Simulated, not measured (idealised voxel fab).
Process module heading - voxel self aligned vias
Section shown: cut. Width: 160 nm. Cell size: 5 nm, square.
Think of the cross-section as a grid of square cells. We describe it in bands, top to bottom, and each band covers one or more rows of those cells.
What a band's entry tells you: where the top is and where the bottom is, as heights in nm, and after that what lies inside, material by material from left to right, each with its width in nm. Empty space is written as the word "blank", and a single material marked with the word "throughout" occupies the band from edge to edge.
Measure heights from 0. That's the level where, below it, the as-received wafer is all one material. The lowest band is bottomless and extends downward; write it as in "0 down".
With a width like "30 to 40", each row of cells in the band differs from the next by the same amount, the top row carrying the first number and the bottom row the second.
"identical to before" for a step: no cell of the cross-section changed in that step.
"Closed void roster" means: voids of 8 cells or more that are shut off from the top with no open way through. Written width x height at distance, distance from the left edge, in nm.
Whatever follows a step's settings on its line is a remark the simulator itself makes about that step.
The line of a step may include "overlay nm". On a step with a mask, this value is how far to the right of its planned place the mask lay. A negative value means the mask lay to the left.
## The steps planned for the process are as follows
1. RECEIVE (material Si)
2. CONFORMAL_DEP (material SiO2; thk nm 15)
3. CONFORMAL_DEP (material SiCN; thk nm 5)
4. DIRECTIONAL_DEP (material SiO2; thk nm 25)
5. MASKED_ETCH (tone open; mask id LINES; width nm 25; pitch nm 50; etch materials SiO2; depth nm 25; overlay nm 0)
6. CONFORMAL_DEP (material TiN; thk nm 5)
7. FILL_DEP (material Ru; thk nm 10)
8. CMP (height nm 45)
9. SELECTIVE_ETCH (etch materials W Ru TiN; depth nm 10)
10. FILL_DEP (material SiN; thk nm 5)
11. CMP (height nm 45)
12. DIRECTIONAL_DEP (material SiO2; thk nm 20)
13. PATTERN (tone open; mask id VIAS; material resist; width nm 35; pitch nm 50; thk nm 20; overlay nm 0)
14. DIRECTIONAL_ETCH (etch materials SiO2; depth nm 20)
15. DIRECTIONAL_ETCH (etch materials SiN; depth nm 10)
16. STRIP (etch materials resist)
17. CONFORMAL_DEP (material TiN; thk nm 5)
18. FILL_DEP (material W; thk nm 10)
19. CMP (height nm 65)
20. CONFORMAL_DEP (material SiCN; thk nm 5)
## Cross-sectional view of the wafer in its as-received condition, corresponding to the state after step 1
- 0 down  Si throughout
- Closed void roster: none
## Run as planned - first of the two wafers cross-sectioned at the end of the module
- 70 to 65  SiCN throughout
- 65 to 50  SiO2 35 nm  TiN 5 nm  W 25 nm  TiN 5 nm  SiO2 15 nm  TiN 5 nm  W 25 nm  TiN 5 nm  SiO2 40 nm
- 50 to 40  SiO2 35 to 40 nm  TiN 10 to 5 nm  W 15 nm  TiN 10 to 5 nm  SiO2 15 to 25 nm  TiN 10 to 5 nm  W 15 nm  TiN 10 to 5 nm  SiO2 40 to 45 nm
- 40 to 35  SiO2 40 nm  TiN 25 nm  SiO2 25 nm  TiN 25 nm  SiO2 45 nm
- 35 to 25  SiO2 40 nm  TiN 5 nm  Ru 15 nm  TiN 5 nm  SiO2 25 nm  TiN 5 nm  Ru 15 nm  TiN 5 nm  SiO2 45 nm
- 25 to 20  SiO2 40 nm  TiN 25 nm  SiO2 25 nm  TiN 25 nm  SiO2 45 nm
- 20 to 15  SiCN throughout
- 15 to 0  SiO2 throughout
- 0 down  Si throughout
- Closed void roster: none
## Second wafer of the two, sectioned at the end of the module. It began like the first and followed the same plan, but one mistake was made while running it
- 70 to 65  SiCN throughout
- 65 to 50  SiO2 35 nm  TiN 5 nm  W 25 nm  TiN 5 nm  SiO2 15 nm  TiN 5 nm  W 25 nm  TiN 5 nm  SiO2 40 nm
- 50 to 40  SiO2 35 to 45 nm  TiN 15 to 5 nm  W 15 nm  TiN 5 nm  SiO2 15 to 25 nm  TiN 15 to 5 nm  W 15 nm  TiN 5 nm  SiO2 40 nm
- 40 to 35  SiO2 45 nm  TiN 25 nm  SiO2 25 nm  TiN 25 nm  SiO2 40 nm
- 35 to 25  SiO2 45 nm  TiN 5 nm  Ru 15 nm  TiN 5 nm  SiO2 25 nm  TiN 5 nm  Ru 15 nm  TiN 5 nm  SiO2 40 nm
- 25 to 20  SiO2 45 nm  TiN 25 nm  SiO2 25 nm  TiN 25 nm  SiO2 40 nm
- 20 to 15  SiCN throughout
- 15 to 0  SiO2 throughout
- 0 down  Si throughout
- Closed void roster: none
Error vs. plan: step 5 went in with a setting other than planned; the actual run was MASKED_ETCH (tone open; mask id LINES; width nm 25; pitch nm 50; etch materials SiO2; depth nm 25; overlay nm 5)
In the final comparison it is observed that the number of cells assigned to each material is identical for the two wafers, whereas their placement is not.
